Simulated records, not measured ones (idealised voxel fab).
Herein follows the process module entitled voxel wiring stack.
For reference, the cross-section in this document is cut, with width 240 nm and square cells of 5 nm.
For the purposes of this document, a cross-section shall be understood as a grid of square cells, specified as bands listed in top-to-bottom order, each band consisting of one or more rows of cells.
Band: top height; bottom height; in nm. Then, left to right: material with width in nm, for each material. "edge to edge": a single material spanning edge to edge. "blank": empty space.
Counting heights begins at 0, where everything beneath is, in the wafer as received, one material. The lowest band has no bottom; it goes on downwards, as "from 0 down" shows.
So if you see something like "30..40" for the width, read it as the top row of the band sitting at the first number and the bottom row at the second, with every row in between moving by the same amount as the last.
"nothing different" for a step: no cell of the cross-section changed in that step.
In the "Closed-off voids" entry, you get each enclosed empty space of 8 cells or more, one with no open way to the top, written width x height at distance, distance from the left edge, in nm.
On a step's line, text after the settings is the simulator commenting on that step.
When a step includes a mask, the "overlay nm" setting on its line states how far to the right of its planned place that mask lay, and negative values state how far to the left.
Each pair of cross-sections that follows straddles one process step: the one shows the state before the step, the other the state after it, down to the lowest band that changed and no further. The step in question, and its settings, are given under the pair. Note that a pair is not necessarily a continuation of the pair above it, since pairs can come from different runs of this module on the same starting wafer; it is a continuation only where its entry headed "Prior to processing" says so.
## Prior to processing
* from 65 to 60 = blank 50; TiN 15; blank 30; TiN 15; blank 30; TiN 15; blank 30; TiN 15; blank 40
* from 60 to 50 = blank 50; TiN 5; SiO2 5; TiN 5; blank 30; TiN 5; SiO2 5; TiN 5; blank 30; TiN 5; SiO2 5; TiN 5; blank 30; TiN 5; SiO2 5; TiN 5; blank 40
* from 50 to 45 = TiN 45; blank 5; TiN 5; SiO2 5; TiN 30; blank 5; TiN 5; SiO2 5; TiN 30; blank 5; TiN 5; SiO2 5; TiN 30; blank 5; TiN 5; SiO2 5; TiN 45
* from 45 to 40 = SiO2 40; TiN 5; blank 5; TiN 5; SiO2 30; TiN 5; blank 5; TiN 5; SiO2 30; TiN 5; blank 5; TiN 5; SiO2 30; TiN 5; blank 5; TiN 5; SiO2 50
* from 40 to 35 = SiO2 40; TiN 15; SiO2 30; TiN 15; SiO2 30; TiN 15; SiO2 30; TiN 15; SiO2 50
* from 35 to 30 = SiCN edge to edge
* from 30 to 15 = SiO2 40; Ru 20; SiO2 25; Ru 20; SiO2 25; Ru 20; SiO2 25; Ru 20; SiO2 45
* from 15 to 10 = SiO2 40; TiN 20; SiO2 25; TiN 20; SiO2 25; TiN 20; SiO2 25; TiN 20; SiO2 45
* from 10 to 0 = SiO2 edge to edge
* from 0 down = Si edge to edge
* Closed-off voids: none
## Section After Processing
* from 75 to 65 = Cu edge to edge
* from 65 to 60 = Cu 50; TiN 15; Cu 30; TiN 15; Cu 30; TiN 15; Cu 30; TiN 15; Cu 40
* from 60 to 50 = Cu 50; TiN 5; SiO2 5; TiN 5; Cu 30; TiN 5; SiO2 5; TiN 5; Cu 30; TiN 5; SiO2 5; TiN 5; Cu 30; TiN 5; SiO2 5; TiN 5; Cu 40
* from 50 to 45 = TiN 45; Cu 5; TiN 5; SiO2 5; TiN 30; Cu 5; TiN 5; SiO2 5; TiN 30; Cu 5; TiN 5; SiO2 5; TiN 30; Cu 5; TiN 5; SiO2 5; TiN 45
* from 45 to 40 = SiO2 40; TiN 5; Cu 5; TiN 5; SiO2 30; TiN 5; Cu 5; TiN 5; SiO2 30; TiN 5; Cu 5; TiN 5; SiO2 30; TiN 5; Cu 5; TiN 5; SiO2 50
* Below 40, the layers are the same as they were.
* Closed-off voids: none
The process step separating the two cross-sections depicted above is as follows: FILL_DEP with material Cu, thk nm 10
Prior to processing: This step starts from the configuration shown after the step in the pair immediately above.
## Section After Processing
* from 60 to 50 = Cu 50; TiN 5; SiO2 5; TiN 5; Cu 30; TiN 5; SiO2 5; TiN 5; Cu 30; TiN 5; SiO2 5; TiN 5; Cu 30; TiN 5; SiO2 5; TiN 5; Cu 40
* Below 50, the layers are the same as they were.
* Closed-off voids: none
The process step separating the two cross-sections depicted above is as follows: CMP with height nm 60
Prior to processing: This step starts from the configuration shown after the step in the pair immediately above.
## Section After Processing
* from 65 to 60 = SiCN edge to edge
* Below 60, the layers are the same as they were.
* Closed-off voids: none
The process step separating the two cross-sections depicted above is as follows: CONFORMAL_DEP with material SiCN, thk nm 5
Prior to processing: This step starts from the configuration shown after the step in the pair immediately above.
## Section After Processing
* from 80 to 65 = SiO2 edge to edge
* Below 65, the layers are the same as they were.
* Closed-off voids: none
The process step separating the two cross-sections depicted above is as follows: DIRECTIONAL_DEP with material SiO2, thk nm 15
Prior to processing: This step starts from the configuration shown after the step in the pair immediately above.
## Section After Processing
* from 90 to 80 = aC edge to edge
* Below 80, the layers are the same as they were.
* Closed-off voids: none
The process step separating the two cross-sections depicted above is as follows: DIRECTIONAL_DEP with material aC, thk nm 10
Prior to processing: This step starts from the configuration shown after the step in the pair immediately above.
## Section After Processing
* from 115 to 90 = resist 40; blank 15; resist 75; blank 15; resist 95
* Below 90, the layers are the same as they were.
* Closed-off voids: none
The process step separating the two cross-sections depicted above is as follows: PATTERN with tone open, mask id PLUG_2, material resist, width nm 15, pitch nm 90, thk nm 25, overlay nm 0
Prior to processing: This step starts from the configuration shown after the step in the pair immediately above.
## Section After Processing
* from 105 to 90 = resist 40; blank 15; resist 75; blank 15; resist 95
* from 90 to 80 = aC 40; blank 15; aC 75; blank 15; aC 95
* Below 80, the layers are the same as they were.
* Closed-off voids: none
The process step separating the two cross-sections depicted above is as follows: DIRECTIONAL_ETCH with etch materials aC, depth nm 10
Prior to processing: This step starts from the configuration shown after the step in the pair immediately above.
## Section After Processing
* from 90 to 80 = aC 40; blank 15; aC 75; blank 15; aC 95
* Below 80, the layers are the same as they were.
* Closed-off voids: none
The process step separating the two cross-sections depicted above is as follows: STRIP with etch materials resist
Prior to processing: This step starts from the configuration shown after the step in the pair immediately above.
## Section After Processing
* from 90 to 80 = aC 40; blank 15; aC 75; blank 15; aC 95
* from 80 to 65 = SiO2 40; blank 15; SiO2 75; blank 15; SiO2 95
* Below 65, the layers are the same as they were.
* Closed-off voids: none
The process step separating the two cross-sections depicted above is as follows: DIRECTIONAL_ETCH with etch materials SiO2, depth nm 15
Prior to processing: This step starts from the configuration shown after the step in the pair immediately above.
## Section After Processing
* from 90 to 80 = aC 40; blank 15; aC 75; blank 15; aC 95
* from 80 to 65 = SiO2 40; blank 15; SiO2 75; blank 15; SiO2 95
* from 65 to 60 = SiCN 40; blank 15; SiCN 75; blank 15; SiCN 95
* Below 60, the layers are the same as they were.
* Closed-off voids: none
The process step separating the two cross-sections depicted above is as follows: DIRECTIONAL_ETCH with etch materials SiCN, depth nm 5
Prior to processing: This step starts from the configuration shown after the step in the pair immediately above.
## Section After Processing
* from 80 to 65 = SiO2 40; blank 15; SiO2 75; blank 15; SiO2 95
* Below 65, the layers are the same as they were.
* Closed-off voids: none
The process step separating the two cross-sections depicted above is as follows: STRIP with etch materials aC
Prior to processing: This step starts from the configuration shown after the step in the pair immediately above.
## Section After Processing
* from 85 to 80 = TiN 45; blank 5; TiN 85; blank 5; TiN 100
* from 80 to 65 = SiO2 40; TiN 5; blank 5; TiN 5; SiO2 75; TiN 5; blank 5; TiN 5; SiO2 95
* from 65 to 60 = SiCN 40; TiN 15; SiCN 75; TiN 15; SiCN 95
* Below 60, the layers are the same as they were.
* Closed-off voids: none
The process step separating the two cross-sections depicted above is as follows: CONFORMAL_DEP with material TiN, thk nm 5
Prior to processing: This step starts from the configuration shown after the step in the pair immediately above.
## Section After Processing
* from 95 to 85 = Ru edge to edge
* from 85 to 80 = TiN 45; Ru 5; TiN 85; Ru 5; TiN 100
* from 80 to 65 = SiO2 40; TiN 5; Ru 5; TiN 5; SiO2 75; TiN 5; Ru 5; TiN 5; SiO2 95
* Below 65, the layers are the same as they were.
* Closed-off voids: none
The process step separating the two cross-sections depicted above is as follows: FILL_DEP with material Ru, thk nm 10
Prior to processing: This step starts from the configuration shown after the step in the pair immediately above.
## Section After Processing
* from 80 to 65 = SiO2 40; TiN 5; Ru 5; TiN 5; SiO2 75; TiN 5; Ru 5; TiN 5; SiO2 95
* Below 65, the layers are the same as they were.
* Closed-off voids: none
The process step separating the two cross-sections depicted above is as follows: CMP with height nm 80
Prior to processing: This step starts from the configuration shown after the step in the pair immediately above.
## Section After Processing
* from 85 to 80 = SiN edge to edge
* Below 80, the layers are the same as they were.
* Closed-off voids: none
The process step separating the two cross-sections depicted above is as follows: CONFORMAL_DEP with material SiN, thk nm 5
Prior to processing: This step starts from the configuration shown after the step in the pair immediately above.
## Section After Processing
* from 100 to 85 = SiO2 edge to edge
* Below 85, the layers are the same as they were.
* Closed-off voids: none
The process step separating the two cross-sections depicted above is as follows: DIRECTIONAL_DEP with material SiO2, thk nm 15
Prior to processing: This step starts from the configuration shown after the step in the pair immediately above.
## Section After Processing
* from 120 to 100 = resist 40; blank 20; resist 25; blank 20; resist 25; blank 20; resist 25; blank 20; resist 45
* Below 100, the layers are the same as they were.
* Closed-off voids: none
The process step separating the two cross-sections depicted above is as follows: PATTERN with tone open, mask id METAL_3, material resist, width nm 20, pitch nm 45, thk nm 20, overlay nm 0
Prior to processing: This step starts from the configuration shown after the step in the pair immediately above.
## Section After Processing
* from 120 to 100 = resist 40; blank 20; resist 25; blank 20; resist 25; blank 20; resist 25; blank 20; resist 45
* from 100 to 85 = SiO2 40; blank 20; SiO2 25; blank 20; SiO2 25; blank 20; SiO2 25; blank 20; SiO2 45
* Below 85, the layers are the same as they were.
* Closed-off voids: none
The process step separating the two cross-sections depicted above is as follows: DIRECTIONAL_ETCH with etch materials SiO2, depth nm 15
Prior to processing: This step starts from the configuration shown after the step in the pair immediately above.
## Section After Processing
* from 120 to 100 = resist 40; blank 20; resist 25; blank 20; resist 25; blank 20; resist 25; blank 20; resist 45
* from 100 to 85 = SiO2 40; blank 20; SiO2 25; blank 20; SiO2 25; blank 20; SiO2 25; blank 20; SiO2 45
* from 85 to 80 = SiN 40; blank 20; SiN 25; blank 20; SiN 25; blank 20; SiN 25; blank 20; SiN 45
* Below 80, the layers are the same as they were.
* Closed-off voids: none
The process step separating the two cross-sections depicted above is as follows: DIRECTIONAL_ETCH with etch materials SiN, depth nm 5
Prior to processing: This step starts from the configuration shown after the step in the pair immediately above.
## Section After Processing
* from 100 to 85 = SiO2 40; blank 20; SiO2 25; blank 20; SiO2 25; blank 20; SiO2 25; blank 20; SiO2 45
* Below 85, the layers are the same as they were.
* Closed-off voids: none
The process step separating the two cross-sections depicted above is as follows: STRIP with etch materials resist
Prior to processing: This step starts from the configuration shown after the step in the pair immediately above.
## Section After Processing
* from 105 to 100 = TiN 45; blank 10; TiN 35; blank 10; TiN 35; blank 10; TiN 35; blank 10; TiN 50
* from 100 to 85 = SiO2 40; TiN 5; blank 10; TiN 5; SiO2 25; TiN 5; blank 10; TiN 5; SiO2 25; TiN 5; blank 10; TiN 5; SiO2 25; TiN 5; blank 10; TiN 5; SiO2 45
* from 85 to 80 = SiN 40; TiN 20; SiN 25; TiN 20; SiN 25; TiN 20; SiN 25; TiN 20; SiN 45
* Below 80, the layers are the same as they were.
* Closed-off voids: none
The process step separating the two cross-sections depicted above is as follows: CONFORMAL_DEP with material TiN, thk nm 5
Prior to processing: This step starts from the configuration shown after the step in the pair immediately above.
## Section After Processing
* from 115 to 105 = Ru edge to edge
* from 105 to 100 = TiN 45; Ru 10; TiN 35; Ru 10; TiN 35; Ru 10; TiN 35; Ru 10; TiN 50
* from 100 to 85 = SiO2 40; TiN 5; Ru 10; TiN 5; SiO2 25; TiN 5; Ru 10; TiN 5; SiO2 25; TiN 5; Ru 10; TiN 5; SiO2 25; TiN 5; Ru 10; TiN 5; SiO2 45
* Below 85, the layers are the same as they were.
* Closed-off voids: none
The process step separating the two cross-sections depicted above is as follows: FILL_DEP with material Ru, thk nm 10
Prior to processing: This step starts from the configuration shown after the step in the pair immediately above.
## Section After Processing
* from 100 to 85 = SiO2 40; TiN 5; Ru 10; TiN 5; SiO2 25; TiN 5; Ru 10; TiN 5; SiO2 25; TiN 5; Ru 10; TiN 5; SiO2 25; TiN 5; Ru 10; TiN 5; SiO2 45
* Below 85, the layers are the same as they were.
* Closed-off voids: none
The process step separating the two cross-sections depicted above is as follows: CMP with height nm 100
Prior to processing: This step starts from the configuration shown after the step in the pair immediately above.
## Section After Processing
* from 105 to 100 = blank 35; Ru 30; blank 15; Ru 30; blank 15; Ru 30; blank 15; Ru 30; blank 40
* Below 100, the layers are the same as they were.
* Closed-off voids: none
The process step separating the two cross-sections depicted above is as follows: EPI with material Ru, thk nm 5
Prior to processing: This step starts from the configuration shown after the step in the pair immediately above.
## Section After Processing
* from 110 to 105 = SiCN edge to edge
* from 105 to 100 = SiCN 35; Ru 30; SiCN 15; Ru 30; SiCN 15; Ru 30; SiCN 15; Ru 30; SiCN 40
* Below 100, the layers are the same as they were.
* Closed-off voids: none
The process step separating the two cross-sections depicted above is as follows: FILL_DEP with material SiCN, thk nm 5
